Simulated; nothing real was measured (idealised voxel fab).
Proc. module: voxel wiring stack
Shown is cross-section cut, with a width of 230 nm and square cells of size 5 nm.
A cross-section in this document is a grid of square cells, and it is written down as bands, the top band listed before the ones below it; a band is made up of one or more rows of cells.
Per band: top height and bottom height in nm, followed by the left-to-right materials and their widths in nm; "everywhere" marks a single material spanning edge to edge, "blank" marks empty space.
Height datum 0, below which the as-received substrate wafer is one material. Lowest band open at the bottom, running downward: "0 nm and below".
Width: "30 to 40" (first number = top row, second number = bottom row, same change from row to row of cells).
No cell of the cross-section changed in a step that is given as "no alteration".
The entry "Closed void register" lists the empty spaces that cover at least 8 cells and have no open path to the top. Each is written as width x height at distance, where the distance is measured from the left edge and all three values are in nm.
Formally, on a step line, whatever follows the settings is a remark that the simulator itself makes on the step.
overlay nm: where the mask lay relative to plan, measured to the right, on steps with a mask; negatives go left.
HERE'S WHAT THE PLANNED PROCESS STEPS LOOK LIKE
1) RECEIVE,material Si
2) CONFORMAL_DEP,material SiO2,thk nm 10
3) DIRECTIONAL_DEP,material TiN,thk nm 5
4) DIRECTIONAL_DEP,material W,thk nm 20
5) PATTERN,tone cover,mask id METAL_1,material resist,width nm 25,pitch nm 40,thk nm 20,overlay nm 0
6) DIRECTIONAL_ETCH,etch materials W,depth nm 20
7) DIRECTIONAL_ETCH,etch materials TiN,depth nm 5
8) STRIP,etch materials resist
9) CONFORMAL_DEP,material SiN,thk nm 5
10) FILL_DEP,material SiO2,thk nm 10
11) CMP,height nm 35
12) CONFORMAL_DEP,material SiCN,thk nm 5
13) DIRECTIONAL_DEP,material lowk,thk nm 15
14) MASKED_ETCH,tone open,mask id PLUG_1,width nm 15,pitch nm 80,etch materials lowk,depth nm 15,overlay nm 0
15) MASKED_ETCH,tone open,mask id PLUG_1,width nm 15,pitch nm 80,etch materials SiCN,depth nm 5,overlay nm 0
16) EPI,material Ru,thk nm 10
17) EPI,material Ru,thk nm 10
18) DIRECTIONAL_DEP,material TiN,thk nm 5
19) DIRECTIONAL_DEP,material Ru,thk nm 15
20) DIRECTIONAL_DEP,material aC,thk nm 10
21) PATTERN,tone cover,mask id METAL_2,material resist,width nm 25,pitch nm 40,thk nm 30,overlay nm 0
22) DIRECTIONAL_ETCH,etch materials aC,depth nm 10
23) STRIP,etch materials resist
24) DIRECTIONAL_ETCH,etch materials Ru,depth nm 15
25) DIRECTIONAL_ETCH,etch materials TiN,depth nm 5
26) STRIP,etch materials aC
27) CONFORMAL_DEP,material SiCN,thk nm 5
28) FILL_DEP,material lowk,thk nm 5
29) CMP,height nm 75
30) CONFORMAL_DEP,material SiCN,thk nm 5
31) DIRECTIONAL_DEP,material SiO2,thk nm 35
32) MASKED_ETCH,tone open,mask id METAL_3_HOLES,width nm 15,pitch nm 40,etch materials SiO2,depth nm 35,overlay nm 0
33) DIRECTIONAL_DEP,material aC,thk nm 15
34) PATTERN,tone open,mask id METAL_3,material resist,width nm 25,pitch nm 40,thk nm 30,overlay nm 0
35) DIRECTIONAL_ETCH,etch materials aC,depth nm 15
36) STRIP,etch materials resist
37) DIRECTIONAL_ETCH,etch materials SiO2,depth nm 20
38) DIRECTIONAL_ETCH,etch materials SiCN,depth nm 5
39) STRIP,etch materials aC
40) CONFORMAL_DEP,material TiN,thk nm 5
41) FILL_DEP,material Cu,thk nm 10
42) CMP,height nm 115
43) CONFORMAL_DEP,material SiCN,thk nm 5
44) DIRECTIONAL_DEP,material lowk,thk nm 25
45) DIRECTIONAL_DEP,material aC,thk nm 15
46) PATTERN,tone open,mask id METAL_4_HOLES,material resist,width nm 15,pitch nm 40,thk nm 35,overlay nm 0
47) DIRECTIONAL_ETCH,etch materials aC,depth nm 15
48) STRIP,etch materials resist
49) DIRECTIONAL_ETCH,etch materials lowk,depth nm 25
50) STRIP,etch materials aC
51) MASKED_ETCH,tone open,mask id METAL_4,width nm 25,pitch nm 40,etch materials lowk,depth nm 15,overlay nm 0
52) MASKED_ETCH,tone open,mask id METAL_4,width nm 25,pitch nm 40,etch materials SiCN,depth nm 5,overlay nm 0
53) CONFORMAL_DEP,material TiN,thk nm 5
54) FILL_DEP,material Ru,thk nm 10
55) CMP,height nm 145
56) CONFORMAL_DEP,material SiCN,thk nm 5
DELIVERED WAFER IN CROSS-SECTION: STATE AFTER STEP 1
    0 nm and below | Si everywhere
    Closed void register: none
SAME STARTING WAFER, SAME PLAN AS ABOVE, ONE MISTAKE IN THE EXECUTION; THIS IS THE CROSS-SECTION AT THE END OF THE MODULE
    150 nm to 145 nm | SiCN everywhere
    145 nm to 135 nm | Ru: 70, then TiN: 5, then lowk: 10, then TiN: 5, then Ru: 20, then TiN: 5, then lowk: 10, then TiN: 5, then Ru: 20, then TiN: 5, then lowk: 10, then TiN: 5, then Ru: 60
    135 nm to 130 nm | TiN: 65, then Ru: 5, then TiN: 5, then lowk: 10, then TiN: 20, then Ru: 5, then TiN: 5, then lowk: 10, then TiN: 20, then Ru: 5, then TiN: 5, then lowk: 10, then TiN: 65
    130 nm to 120 nm | lowk: 60, then TiN: 5, then Ru: 5, then TiN: 5, then lowk: 25, then TiN: 5, then Ru: 5, then TiN: 5, then lowk: 25, then TiN: 5, then Ru: 5, then TiN: 5, then lowk: 75
    120 nm to 115 nm | SiCN: 60, then TiN: 15, then SiCN: 25, then TiN: 15, then SiCN: 25, then TiN: 15, then SiCN: 75
    115 nm to 100 nm | SiO2: 60, then TiN: 5, then Cu: 15, then TiN: 5, then SiO2: 15, then TiN: 5, then Cu: 15, then TiN: 5, then SiO2: 15, then TiN: 5, then Cu: 15, then TiN: 5, then SiO2: 65
    100 nm to 95 nm | SiO2: 60, then TiN: 5, then Cu: 5, then TiN: 15, then SiO2: 15, then TiN: 5, then Cu: 5, then TiN: 15, then SiO2: 15, then TiN: 5, then Cu: 5, then TiN: 15, then SiO2: 65
    95 nm to 80 nm | SiO2: 60, then TiN: 5, then Cu: 5, then TiN: 5, then SiO2: 25, then TiN: 5, then Cu: 5, then TiN: 5, then SiO2: 25, then TiN: 5, then Cu: 5, then TiN: 5, then SiO2: 75
    80 nm to 75 nm | SiCN: 60, then TiN: 15, then SiCN: 25, then TiN: 15, then SiCN: 25, then TiN: 15, then SiCN: 75
    75 nm to 60 nm | lowk: 55, then SiCN: 5, then Ru: 25, then SiCN: 5, then lowk: 5, then SiCN: 5, then Ru: 25, then SiCN: 5, then lowk: 5, then SiCN: 5, then Ru: 25, then SiCN: 5, then lowk: 60
    60 nm to 55 nm | SiCN: 60, then TiN: 25, then SiCN: 15, then TiN: 25, then SiCN: 15, then TiN: 25, then SiCN: 65
    55 nm to 40 nm | lowk: 60, then Ru: 15, then lowk: 65, then Ru: 15, then lowk: 75
    40 nm to 35 nm | SiCN: 60, then Ru: 15, then SiCN: 65, then Ru: 15, then SiCN: 75
    35 nm to 15 nm | SiO2: 55, then SiN: 5, then W: 25, then SiN: 5, then SiO2: 5, then SiN: 5, then W: 25, then SiN: 5, then SiO2: 5, then SiN: 5, then W: 25, then SiN: 5, then SiO2: 60
    15 nm to 10 nm | SiN: 60, then TiN: 25, then SiN: 15, then TiN: 25, then SiN: 15, then TiN: 25, then SiN: 65
    10 nm to 0 nm | SiO2 everywhere
    0 nm and below | Si everywhere
    Closed void register: none
Which mistake was made when the wafer was run? step 51 ran differently from the plan; actual operation with settings: MASKED_ETCH,tone cover,mask id METAL_4,width nm 25,pitch nm 40,etch materials lowk,depth nm 15,overlay nm 0
